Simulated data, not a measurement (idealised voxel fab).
Presented below is a process module, voxel self aligned vias.
Displayed cross-section: cut, width of 275 nm, square cells sized 5 nm.
If you're reading a cross-section in this doc, picture square cells in a grid; it comes to you as bands, top ones listed first down to the bottom, and a band can be one or more rows of cells.
Top, bottom (nm), then materials left to right with widths (nm); lone material tagged "throughout" fills the whole band edge to edge; "empty" = empty space.
Height 0 is the level under which the wafer as received is all one material. The lowest band goes on downwards, as in "0 nm and below".
Top row gets the first number, bottom row gets the second, and each row in between changes by the same step: that is how a band width like "30..40" works.
Basically "left unchanged" means that step didn't change any cell in the cross-section.
"Trapped voids" lists enclosed empty spaces (at least 8 cells, no open path upward to the top), each as width x height at distance from the left edge, in nm.
On each step's line, the part that comes after the settings is the simulator's own comment on the step.
A step line may carry the setting "overlay nm", which, for steps involving a mask, states the distance by which the mask lay to the right of its intended position; negative values denote displacement to the left.

## Process steps (planned)
- 1: RECEIVE (material Si)
- 2: CONFORMAL_DEP (material SiO2; thk nm 10)
- 3: CONFORMAL_DEP (material SiCN; thk nm 5)
- 4: DIRECTIONAL_DEP (material SiO2; thk nm 20)
- 5: MASKED_ETCH (tone open; mask id LINES; width nm 20; pitch nm 50; etch materials SiO2; depth nm 20; overlay nm 0)
- 6: CONFORMAL_DEP (material TiN; thk nm 5)
- 7: FILL_DEP (material W; thk nm 10)
- 8: CMP (height nm 35)
- 9: SELECTIVE_ETCH (etch materials W Ru TiN; depth nm 10)
- 10: FILL_DEP (material SiN; thk nm 10)
- 11: CMP (height nm 35)
- 12: DIRECTIONAL_DEP (material SiO2; thk nm 15)
- 13: PATTERN (tone open; mask id VIAS; material resist; width nm 20; thk nm 15; overlay nm 0)
- 14: DIRECTIONAL_ETCH (etch materials SiO2; depth nm 15)
- 15: DIRECTIONAL_ETCH (etch materials SiN; depth nm 10)
- 16: STRIP (etch materials resist)
- 17: CONFORMAL_DEP (material TiN; thk nm 5)
- 18: FILL_DEP (material Ru; thk nm 5)
- 19: CMP (height nm 50)
- 20: CONFORMAL_DEP (material SiN; thk nm 5)
Wafers differ in width nm at step 13; plan lists the first wafer's value; identical starting state.

## Cross-sectional view of the first of several wafers in the as-received condition, corresponding to the state following step 1
- 0 nm and below = Si throughout
- Trapped voids: none

## End of the module, past its last step, step 20: how the first of several wafers looks in cross-section
- 55 nm to 50 nm = SiN throughout
- 50 nm to 35 nm = SiO2 (100) | TiN (5) | Ru (10) | TiN (5) | SiO2 (155)
- 35 nm to 30 nm = SiO2 (100) | TiN (5) | Ru (10) | TiN (5) | SiO2 (30) | SiN (20) | SiO2 (105)
- 30 nm to 25 nm = SiO2 (100) | TiN (20) | SiO2 (30) | SiN (20) | SiO2 (105)
- 25 nm to 20 nm = SiO2 (100) | TiN (5) | W (10) | TiN (5) | SiO2 (30) | TiN (5) | W (10) | TiN (5) | SiO2 (105)
- 20 nm to 15 nm = SiO2 (100) | TiN (20) | SiO2 (30) | TiN (20) | SiO2 (105)
- 15 nm to 10 nm = SiCN throughout
- 10 nm to 0 nm = SiO2 throughout
- 0 nm and below = Si throughout
- Trapped voids: none

## Here's the last wafer cross-sectioned at the end of the module
- 55 nm to 50 nm = SiN throughout
- 50 nm to 40 nm = SiO2 (90) | TiN (5) | Ru (35) | TiN (5) | SiO2 (140)
- 40 nm to 35 nm = SiO2 (90) | TiN (15) | Ru (10) | TiN (20) | SiO2 (140)
- 35 nm to 30 nm = SiO2 (100) | TiN (5) | Ru (10) | TiN (5) | SiO2 (30) | SiN (20) | SiO2 (105)
- 30 nm to 25 nm = SiO2 (100) | TiN (20) | SiO2 (30) | SiN (20) | SiO2 (105)
- 25 nm to 20 nm = SiO2 (100) | TiN (5) | W (10) | TiN (5) | SiO2 (30) | TiN (5) | W (10) | TiN (5) | SiO2 (105)
- 20 nm to 15 nm = SiO2 (100) | TiN (20) | SiO2 (30) | TiN (20) | SiO2 (105)
- 15 nm to 10 nm = SiCN throughout
- 10 nm to 0 nm = SiO2 throughout
- 0 nm and below = Si throughout
- Trapped voids: none

## Below: a row per wafer. Contents at end of module: for every material, cells gained since receipt (+) or lost since receipt (-); then closed voids
width nm 20 | +8 Ru | +55 SiCN | +63 SiN | +451 SiO2 | +24 TiN | +4 W | Trapped voids: none
width nm 25 | +10 Ru | +55 SiCN | +63 SiN | +448 SiO2 | +25 TiN | +4 W | Trapped voids: none
width nm 30 | +12 Ru | +55 SiCN | +63 SiN | +445 SiO2 | +26 TiN | +4 W | Trapped voids: none
width nm 35 | +14 Ru | +55 SiCN | +63 SiN | +442 SiO2 | +27 TiN | +4 W | Trapped voids: none
width nm 40 | +16 Ru | +55 SiCN | +63 SiN | +439 SiO2 | +28 TiN | +4 W | Trapped voids: none
width nm 45 | +18 Ru | +55 SiCN | +63 SiN | +436 SiO2 | +29 TiN | +4 W | Trapped voids: none
